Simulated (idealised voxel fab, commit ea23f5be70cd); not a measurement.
This section sets out a process module, namely voxel self aligned contacts.
It is cross-section cut that appears here, measuring 175 nm in width, its square cells being 5 nm in size.
Cross-sections here: square-cell grids, written as top-down lists of bands, a band being one or more rows of cells. It is stipulated that each band's entry specify, in nanometres, the height of the top of the band and then that of its bottom, followed by the materials of the band in left-to-right sequence, each together with its width in nanometres. A single material marked by the word "throughout" is understood to fill the band from edge to edge; the word "air" is understood to denote empty space. Heights from 0 (as-received wafer is one material below). Bottom band endless downward, as "from 0 down". Width spec "30..40" -> top row of cells at first value, bottom row at second value, equal per-row change in between. Where the words "changes: none" appear for a step, the cross-section shows no cell changed by that step; every cell remained as before. "Sealed voids" - sealed voids, min. 8 cells, no opening to top; format: width x height at distance (distance from left edge; nm throughout). Step line, after settings: the simulator's comment on this step. overlay nm: on a step with a mask, how far right of its planned place the mask lay; negative means left.

## Set out below are the planned steps of the process
1. RECEIVE with material Si
2. CONFORMAL_DEP with material SiO2, thk nm 5
3. DIRECTIONAL_DEP with material polySi, thk nm 25
4. DIRECTIONAL_DEP with material SiN, thk nm 15
5. DIRECTIONAL_DEP with material aC, thk nm 10
6. PATTERN with tone cover, mask id GATE, material resist, width nm 25, pitch nm 60, thk nm 25, overlay nm 0
7. DIRECTIONAL_ETCH with etch materials aC, depth nm 10
8. STRIP with etch materials resist
9. DIRECTIONAL_ETCH with etch materials SiN, depth nm 15
10. DIRECTIONAL_ETCH with etch materials polySi, depth nm 25
11. STRIP with etch materials aC
12. CONFORMAL_DEP with material SiN, thk nm 5
13. DIRECTIONAL_ETCH with etch materials SiN, depth nm 5
14. FILL_DEP with material SiO2, thk nm 15
15. CMP with height nm 50
16. MASKED_ETCH with tone open, mask id CONTACT, width nm 45, etch materials SiO2, depth nm 50, overlay nm 0
17. CONFORMAL_DEP with material TiN, thk nm 5
18. FILL_DEP with material W, thk nm 5
19. CMP with height nm 50
20. CONFORMAL_DEP with material SiCN, thk nm 5

## Delivered wafer in cross-section: state after step 1
- from 0 down  Si throughout
- Sealed voids: none

## Sectioned view, first of two wafers, at the close of the module, processed as intended in the plan
- from 55 to 50  SiCN throughout
- from 50 to 45  SiO2 65, then TiN 15, then W 15, then TiN 15, then SiO2 65
- from 45 to 30  SiO2 40, then SiN 35, then TiN 5, then W 15, then TiN 5, then SiN 35, then SiO2 40
- from 30 to 5  SiO2 40, then SiN 5, then polySi 25, then SiN 5, then TiN 5, then W 15, then TiN 5, then SiN 5, then polySi 25, then SiN 5, then SiO2 40
- from 5 to 0  SiO2 75, then TiN 25, then SiO2 75
- from 0 down  Si throughout
- Sealed voids: none

## What the second wafer looks like in cross-section once the module is done. Its start and its plan matched the first wafer's exactly; what differed was one mistake in how it was run
- from 55 to 50  SiCN throughout
- from 50 to 45  SiO2 75, then TiN 5, then W 15, then TiN 25, then SiO2 55
- from 45 to 30  SiO2 40, then SiN 35, then TiN 5, then W 15, then TiN 5, then SiN 35, then SiO2 40
- from 30 to 5  SiO2 40, then SiN 5, then polySi 25, then SiN 5, then TiN 5, then W 15, then TiN 5, then SiN 5, then polySi 25, then SiN 5, then SiO2 40
- from 5 to 0  SiO2 75, then TiN 25, then SiO2 75
- from 0 down  Si throughout
- Sealed voids: none
Want to know what went wrong? step 16 deviated from plan and actually ran as MASKED_ETCH with tone open, mask id CONTACT, width nm 45, etch materials SiO2, depth nm 50, overlay nm 10
When the process is done, the second wafer contains the same cell count of every material as the first wafer, but distributed over other locations.
